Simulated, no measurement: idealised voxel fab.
Presented below is a process module, voxel self aligned vias.
Cross-sectional view cut (width: 240 nm; square cell size: 5 nm).
A cross-section is written here as square cells arranged in a grid, and it is given in bands from the top down, each band taking up one or more rows of cells. Within each band entry, the heights of the top and of the bottom of the band appear first, in that order and in nm; the materials of the band then follow from left to right, each with its corresponding width in nm. The designation "edge to edge" on a single material indicates that it fills the band from edge to edge; the designation "blank" indicates empty space. The level at which height equals 0 is the one under which the wafer, as it arrives, is entirely one material. No lower edge exists for the bottom band, which continues downward and is notated as in "0 -> down". Graded width ("30 to 40"): value in top row of band = first number; value in bottom row = second number; row-to-row change constant. "remains unaltered" -> step changed no cross-section cell. Under "Trapped void list" you'll find the enclosed gaps, the ones with no way out to the top, that are 8 cells or bigger; each reads width x height at distance, with distance counted from the left edge, everything in nm. Step line, after settings: the simulator's comment on this step. A step's line can hold "overlay nm"; with a mask on that step, the setting says how far right of the planned place the mask lay, while a negative setting says it lay to the left.

**Process steps foreseen in the plan**
| 1 | RECEIVE: material Si |
| 2 | CONFORMAL_DEP: material SiO2, thk nm 10 |
| 3 | CONFORMAL_DEP: material SiCN, thk nm 5 |
| 4 | DIRECTIONAL_DEP: material SiO2, thk nm 20 |
| 5 | PATTERN: tone open, mask id LINES, material resist, width nm 25, pitch nm 60, thk nm 20, overlay nm 0 |
| 6 | DIRECTIONAL_ETCH: etch materials SiO2, depth nm 20 |
| 7 | STRIP: etch materials resist |
| 8 | CONFORMAL_DEP: material TiN, thk nm 5 |
| 9 | FILL_DEP: material W, thk nm 10 |
| 10 | CMP: height nm 35 |
| 11 | SELECTIVE_ETCH: etch materials W Ru TiN, depth nm 10 |
| 12 | FILL_DEP: material SiN, thk nm 10 |
| 13 | CMP: height nm 35 |
| 14 | DIRECTIONAL_DEP: material SiO2, thk nm 20 |
| 15 | DIRECTIONAL_DEP: material aC, thk nm 15 |
| 16 | PATTERN: tone open, mask id VIAS, material resist, width nm 35, thk nm 35, overlay nm 0 |
| 17 | DIRECTIONAL_ETCH: etch materials aC, depth nm 15 |
| 18 | STRIP: etch materials resist |
| 19 | DIRECTIONAL_ETCH: etch materials SiO2, depth nm 20 |
| 20 | DIRECTIONAL_ETCH: etch materials SiN, depth nm 10 |
| 21 | STRIP: etch materials aC |
| 22 | CONFORMAL_DEP: material TiN, thk nm 5 |
| 23 | FILL_DEP: material Ru, thk nm 10 |
| 24 | CMP: height nm 55 |
| 25 | CONFORMAL_DEP: material SiN, thk nm 5 |

**So this is the incoming wafer in cross-section - it's already been through step 1**
	0 -> down = Si edge to edge
	Trapped void list: none

**Wafer cross-section at end of module: start and plan as shown above, one execution error**
	75 -> 70 = SiN edge to edge
	70 -> 60 = Ru edge to edge
	60 -> 55 = 75 TiN / 25 Ru / 140 TiN
	55 -> 40 = 70 SiO2 / 5 TiN / 25 Ru / 5 TiN / 135 SiO2
	40 -> 35 = 70 SiO2 / 10 TiN / 15 Ru / 10 TiN / 135 SiO2
	35 -> 30 = 75 SiO2 / 5 TiN / 15 Ru / 5 TiN / 35 SiO2 / 25 SiN / 80 SiO2
	30 -> 25 = 75 SiO2 / 25 TiN / 35 SiO2 / 25 SiN / 80 SiO2
	25 -> 20 = 75 SiO2 / 5 TiN / 15 W / 5 TiN / 35 SiO2 / 5 TiN / 15 W / 5 TiN / 80 SiO2
	20 -> 15 = 75 SiO2 / 25 TiN / 35 SiO2 / 25 TiN / 80 SiO2
	15 -> 10 = SiCN edge to edge
	10 -> 0 = SiO2 edge to edge
	0 -> down = Si edge to edge
	Trapped void list: none
Diagnosis: step 24 of the plan was bypassed and not carried out
